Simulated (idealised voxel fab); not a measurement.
The following process module bears the name voxel trench capacitor.
We display cut, a cross-section 285 nm in width whose square cells are each 5 nm.
Format of a cross-section: grid, square cells. Given as bands. Order: top down. Band: one or more rows of cells.
Quick guide to a band line: top height, bottom height (nm) up front; then every material left to right with its width in nm. Only one material and it's marked "full width"? Then it fills the band edge to edge. And "empty" just means empty space.
Height reference: 0 = level under which incoming wafer is all one material. Lowest band: no bottom, runs on downward, e.g. "z 0 and below".
The two numbers in a width such as "30->40" mark its ends across the band: the first belongs to the top row of cells, the second to the bottom row, and from each row to the next the width moves by the same amount.
What does "no change occurred" mean for a step? It means no cell of the cross-section changed in that step.
This entry, "Encapsulated voids", enumerates those empty regions of no fewer than 8 cells that possess no open connection to the top. Each region is reported in the form width x height at distance, the distance being taken from the left edge, with all three quantities expressed in nm.
Text after the settings on a step's line: the simulator's own remark on that step.
A step's line can hold "overlay nm"; with a mask on that step, the setting says how far right of the planned place the mask lay, while a negative setting says it lay to the left.

The process steps that were planned are listed below
1. op RECEIVE | material Si
2. op CONFORMAL_DEP | material SiN | thk nm 10
3. op PATTERN | tone open | mask id TRENCH | material resist | width nm 25 | pitch nm 55 | thk nm 20 | overlay nm 0
4. op DIRECTIONAL_ETCH | etch materials SiN | depth nm 10
5. op DIRECTIONAL_ETCH | etch materials Si | depth nm 40
6. op STRIP | etch materials resist
7. op CONFORMAL_DEP | material HfO2 | thk nm 5
8. op CONFORMAL_DEP | material TiN | thk nm 5
9. op FILL_DEP | material W | thk nm 10
10. op CMP | height nm 10
Be aware that, although all wafers share a common starting state, the thk nm at step 8 differs among them, and the plan displays the first wafer's value.

This is how the first of several wafers looked in cross-section when it arrived, which is after step 1
    z 0 and below: Si full width
    Encapsulated voids: none

Shown in cross-section: the first of several wafers at the end of the module, after its last step, step 10
    z 10 to 0: 100 SiN, 5 HfO2, 5 TiN, 5 W, 5 TiN, 5 HfO2, 30 SiN, 5 HfO2, 5 TiN, 5 W, 5 TiN, 5 HfO2, 105 SiN
    z 0 to -30: 100 Si, 5 HfO2, 5 TiN, 5 W, 5 TiN, 5 HfO2, 30 Si, 5 HfO2, 5 TiN, 5 W, 5 TiN, 5 HfO2, 105 Si
    z -30 to -35: 100 Si, 5 HfO2, 15 TiN, 5 HfO2, 30 Si, 5 HfO2, 15 TiN, 5 HfO2, 105 Si
    z -35 to -40: 100 Si, 25 HfO2, 30 Si, 25 HfO2, 105 Si
    z -40 and below: Si full width
    Encapsulated voids: none

Sectional view of the last wafer upon completion of the module
    z 10 to 0: 100 SiN, 5 HfO2, 15 TiN, 5 HfO2, 30 SiN, 5 HfO2, 15 TiN, 5 HfO2, 105 SiN
    z 0 to -35: 100 Si, 5 HfO2, 15 TiN, 5 HfO2, 30 Si, 5 HfO2, 15 TiN, 5 HfO2, 105 Si
    z -35 to -40: 100 Si, 25 HfO2, 30 Si, 25 HfO2, 105 Si
    z -40 and below: Si full width
    Encapsulated voids: none

Note: the following table is arranged by wafer, a row apiece. Each row reports the end-of-module state: per material, cells gained (+) or cells lost (-) compared with the wafer as received; closed voids follow
thk nm 5; +46 HfO2; -80 Si; +94 SiN; +38 TiN; +16 W; Encapsulated voids: none
thk nm 10; +46 HfO2; -80 Si; +94 SiN; +54 TiN; Encapsulated voids: none
thk nm 15; +46 HfO2; -80 Si; +94 SiN; +54 TiN; Encapsulated voids: none
thk nm 20; +46 HfO2; -80 Si; +94 SiN; +54 TiN; Encapsulated voids: none
